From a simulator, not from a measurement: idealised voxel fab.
process module | voxel self aligned contacts
cross-section cut | 210 nm wide | cells 5 nm
A cross-section is a grid of square cells, given in bands from the top down. A band is one or more rows of cells.
Each band's line starts with the height of the band's top and of its bottom, in nm. Then come its materials from left to right, each with its width in nm. One material with "throughout" fills the band from edge to edge. "air" is empty space.
Height 0 is the level under which the wafer as received is all one material. The lowest band goes on downwards, as in "0 down".
A width such as "30 to 40" changes by the same amount from each row of cells to the next, from the band's top row to its bottom row.
"no change" after a step means that no cell of the cross-section changed.
closed voids: empty space of 8 cells or more with no open way to the top, each as width x height at its distance from the left edge, in nm
after a step's settings: what the simulator itself notes on the step
overlay nm, on a step with a mask: how far to the right of its planned place the mask lay; to the left if negative
plan
1 op RECEIVE | material Si
2 op CONFORMAL_DEP | material SiO2 | thk nm 5
3 op DIRECTIONAL_DEP | material polySi | thk nm 20
4 op DIRECTIONAL_DEP | material SiN | thk nm 15
5 op DIRECTIONAL_DEP | material aC | thk nm 10
6 op PATTERN | tone cover | mask id GATE | material resist | width nm 35 | pitch nm 60 | thk nm 25 | overlay nm 0
7 op DIRECTIONAL_ETCH | etch materials aC | depth nm 10
8 op STRIP | etch materials resist
9 op DIRECTIONAL_ETCH | etch materials SiN | depth nm 15
10 op DIRECTIONAL_ETCH | etch materials polySi | depth nm 20
11 op STRIP | etch materials aC
12 op CONFORMAL_DEP | material SiN | thk nm 5
13 op DIRECTIONAL_ETCH | etch materials SiN | depth nm 5
14 op FILL_DEP | material SiO2 | thk nm 10
15 op CMP | height nm 45
16 op PATTERN | tone open | mask id CONTACT | material resist | width nm 35 | thk nm 15 | overlay nm -15
17 op DIRECTIONAL_ETCH | etch materials SiO2 | depth nm 45
18 op STRIP | etch materials resist
19 op CONFORMAL_DEP | material TiN | thk nm 5
20 op FILL_DEP | material W | thk nm 10
21 op CMP | height nm 45
22 op CONFORMAL_DEP | material SiCN | thk nm 5
varied across the wafers: overlay nm of step 16. The plan shows the first wafer's value. All wafers start alike
first wafer as received, after step 1
  0 down: Si throughout
  closed voids: none
each wafer at the end: cells of each material gained (+) or lost (-) since it was received, then its closed voids
overlay nm -15 | +42 SiCN | +70 SiN | +229 SiO2 | +23 TiN | +56 polySi | closed voids: none
overlay nm -10 | +42 SiCN | +70 SiN | +221 SiO2 | +23 TiN | +8 W | +56 polySi | closed voids: none
overlay nm -5 | +42 SiCN | +70 SiN | +221 SiO2 | +23 TiN | +8 W | +56 polySi | closed voids: none
overlay nm 0 | +42 SiCN | +70 SiN | +221 SiO2 | +23 TiN | +8 W | +56 polySi | closed voids: none
overlay nm 5 | +42 SiCN | +70 SiN | +221 SiO2 | +23 TiN | +8 W | +56 polySi | closed voids: none
overlay nm 10 | +42 SiCN | +70 SiN | +221 SiO2 | +23 TiN | +8 W | +56 polySi | closed voids: none
overlay nm 15 | +42 SiCN | +70 SiN | +229 SiO2 | +23 TiN | +56 polySi | closed voids: none
